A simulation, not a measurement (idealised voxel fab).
Process module, titled voxel ribs on slabs
The width of the displayed cross-section, cut, is 270 nm; its cells are square, with a size of 5 nm.
Reading order for cross-sections: top band down to bottom band. Underlying form: a grid of square cells. Band size: one or more rows of cells. Top height, bottom height, nm. Materials left to right, width each, nm. Single material + "edge to edge" = fills band edge to edge. "empty" = empty. Zero point of the height axis is 0; under it, received wafer = one material. Lowest band: continues down indefinitely, "0..down". The expression "30 to 40" gives the width at the extremes of the band, the first number at its top row of cells and the second at its bottom row, with the width changing by equal amounts from each row to the next in between. Step note "no alteration" = no cross-section cell changed. Entry "Sealed internal cavities". Content: empty spaces with no open connection to the top, size 8 cells or greater. Each: width x height at distance. Distance: from left edge. Unit: nm. Past the settings on a step's line: simulator remark, on that step. Steps that use a mask can have "overlay nm" on their line. It says how far the mask sat to the right of where it was meant to be. Negative means to the left.

Below is the list of planned process steps:
step 1: RECEIVE | material Si
step 2: DIRECTIONAL_DEP | material SiO2 | thk nm 20
step 3: DIRECTIONAL_DEP | material polySi | thk nm 15
step 4: MASKED_ETCH | tone cover | mask id RIB | width nm 20 | etch materials polySi | depth nm 5 | overlay nm 0
step 5: DIRECTIONAL_DEP | material aC | thk nm 10
step 6: PATTERN | tone cover | mask id SLAB | material resist | width nm 50 | thk nm 25 | overlay nm 0
step 7: DIRECTIONAL_ETCH | etch materials aC | depth nm 10
step 8: STRIP | etch materials resist
step 9: DIRECTIONAL_ETCH | etch materials polySi | depth nm 10
step 10: STRIP | etch materials aC
step 11: FILL_DEP | material SiO2 | thk nm 25
step 12: CMP | height nm 50
step 13: DIRECTIONAL_DEP | material W | thk nm 5
step 14: DIRECTIONAL_DEP | material aC | thk nm 10
step 15: PATTERN | tone cover | mask id HEATER | material resist | width nm 30 | thk nm 30 | overlay nm 0
step 16: DIRECTIONAL_ETCH | etch materials aC | depth nm 10
step 17: STRIP | etch materials resist
step 18: DIRECTIONAL_ETCH | etch materials W | depth nm 5
step 19: STRIP | etch materials aC
step 20: CONFORMAL_DEP | material SiN | thk nm 10

So, the first of our two wafers, run just as we planned it:

Cross-section, incoming material, after step 1:
* 0..down  Si edge to edge
* Sealed internal cavities: none

Step 2 complete: cross-section through the wafer:
* 20..0  SiO2 edge to edge
* Nothing below the height 0 has changed.

Step 3 complete: cross-section through the wafer:
* 35..20  polySi edge to edge
* Nothing below the height 20 has changed.

Step 4 complete: cross-section through the wafer:
* 35..30  empty=125, then polySi=20, then empty=125
* Nothing below the height 30 has changed.

Step 5 complete: cross-section through the wafer:
* 45..40  empty=125, then aC=20, then empty=125
* 40..35  aC edge to edge
* 35..30  aC=125, then polySi=20, then aC=125
* Nothing below the height 30 has changed.

Step 6 complete: cross-section through the wafer:
* 70..45  empty=110, then resist=50, then empty=110
* 45..40  empty=110, then resist=15, then aC=20, then resist=15, then empty=110
* Nothing below the height 40 has changed.

Step 7 complete: cross-section through the wafer:
* 60..45  empty=110, then resist=50, then empty=110
* 45..40  empty=110, then resist=15, then aC=20, then resist=15, then empty=110
* 40..35  empty=110, then aC=50, then empty=110
* 35..30  empty=110, then aC=15, then polySi=20, then aC=15, then empty=110
* Nothing below the height 30 has changed.

Step 8 complete: cross-section through the wafer:
* 45..35  empty=125 to 110, then aC=20 to 50, then empty=125 to 110
* Nothing below the height 35 has changed.

Step 9 complete: cross-section through the wafer:
* 45..35  empty=125 to 110, then aC=20 to 50, then empty=125 to 110
* 35..30  empty=110, then aC=15, then polySi=20, then aC=15, then empty=110
* 30..20  empty=110, then polySi=50, then empty=110
* Nothing below the height 20 has changed.

Step 10 complete: cross-section through the wafer:
* 35..30  empty=125, then polySi=20, then empty=125
* Nothing below the height 30 has changed.

Step 11 complete: cross-section through the wafer:
* 60..35  SiO2 edge to edge
* 35..30  SiO2=125, then polySi=20, then SiO2=125
* 30..20  SiO2=110, then polySi=50, then SiO2=110
* Nothing below the height 20 has changed.

Step 12 complete: cross-section through the wafer:
* 50..35  SiO2 edge to edge
* Nothing below the height 35 has changed.

Step 13 complete: cross-section through the wafer:
* 55..50  W edge to edge
* Nothing below the height 50 has changed.

Step 14 complete: cross-section through the wafer:
* 65..55  aC edge to edge
* Nothing below the height 55 has changed.

Step 15 complete: cross-section through the wafer:
* 95..65  empty=120, then resist=30, then empty=120
* Nothing below the height 65 has changed.

Step 16 complete: cross-section through the wafer:
* 85..65  empty=120, then resist=30, then empty=120
* 65..55  empty=120, then aC=30, then empty=120
* Nothing below the height 55 has changed.

Step 17 complete: cross-section through the wafer:
* 65..55  empty=120, then aC=30, then empty=120
* Nothing below the height 55 has changed.

Step 18 complete: cross-section through the wafer:
* 65..55  empty=120, then aC=30, then empty=120
* 55..50  empty=120, then W=30, then empty=120
* Nothing below the height 50 has changed.

Step 19 complete: cross-section through the wafer:
* 55..50  empty=120, then W=30, then empty=120
* Nothing below the height 50 has changed.

Step 20 complete: cross-section through the wafer:
* 65..60  empty=110, then SiN=50, then empty=110
* 60..55  SiN edge to edge
* 55..50  SiN=120, then W=30, then SiN=120
* Nothing below the height 50 has changed.

What follows concerns the second wafer, which started out like the first and was meant to follow the very same plan; one mistake crept in when it was run, but everything up to and including step 5 is the same as for the first wafer:

When step 6 should have ended:
* 70..45  resist=110, then empty=50, then resist=110
* 45..40  resist=110, then empty=15, then aC=20, then empty=15, then resist=110
* Nothing below the height 40 has changed.

When step 7 should have ended:
* 60..40  resist=110, then empty=50, then resist=110
* 40..35  aC=110, then empty=50, then aC=110
* 35..30  aC=110, then empty=15, then polySi=20, then empty=15, then aC=110
* Nothing below the height 30 has changed.

When step 8 should have ended:
* 40..35  aC=110, then empty=50, then aC=110
* Nothing below the height 35 has changed.

When step 9 should have ended:
* 40..30  aC=110, then empty=50, then aC=110
* 30..25  polySi=110, then empty=50, then polySi=110
* 25..20  polySi=110, then empty=15, then polySi=20, then empty=15, then polySi=110
* Nothing below the height 20 has changed.

When step 10 should have ended:
* 30..25  polySi=110, then empty=50, then polySi=110
* Nothing below the height 25 has changed.

When step 11 should have ended:
* 55..30  SiO2 edge to edge
* 30..25  polySi=110, then SiO2=50, then polySi=110
* 25..20  polySi=110, then SiO2=15, then polySi=20, then SiO2=15, then polySi=110
* Nothing below the height 20 has changed.

When step 12 should have ended:
* 50..30  SiO2 edge to edge
* Nothing below the height 30 has changed.

When step 13 should have ended:
* 55..50  W edge to edge
* Nothing below the height 50 has changed.

When step 14 should have ended:
* 65..55  aC edge to edge
* Nothing below the height 55 has changed.

When step 15 should have ended:
* 95..65  empty=120, then resist=30, then empty=120
* Nothing below the height 65 has changed.

When step 16 should have ended:
* 85..65  empty=120, then resist=30, then empty=120
* 65..55  empty=120, then aC=30, then empty=120
* Nothing below the height 55 has changed.

When step 17 should have ended:
* 65..55  empty=120, then aC=30, then empty=120
* Nothing below the height 55 has changed.

When step 18 should have ended:
* 65..55  empty=120, then aC=30, then empty=120
* 55..50  empty=120, then W=30, then empty=120
* Nothing below the height 50 has changed.

When step 19 should have ended:
* 55..50  empty=120, then W=30, then empty=120
* Nothing below the height 50 has changed.

When step 20 should have ended:
* 65..60  empty=110, then SiN=50, then empty=110
* 60..55  SiN edge to edge
* 55..50  SiN=120, then W=30, then SiN=120
* Nothing below the height 50 has changed.
Deviation noted in wafer processing: the process deviated at step 6: the operation and settings actually run there were PATTERN | tone open | mask id SLAB | material resist | width nm 50 | thk nm 25 | overlay nm 0
Once processing is complete, comparing cell counts shows that the second wafer has more or fewer of certain materials than the first: 68 fewer of SiO2 | 68 more of polySi
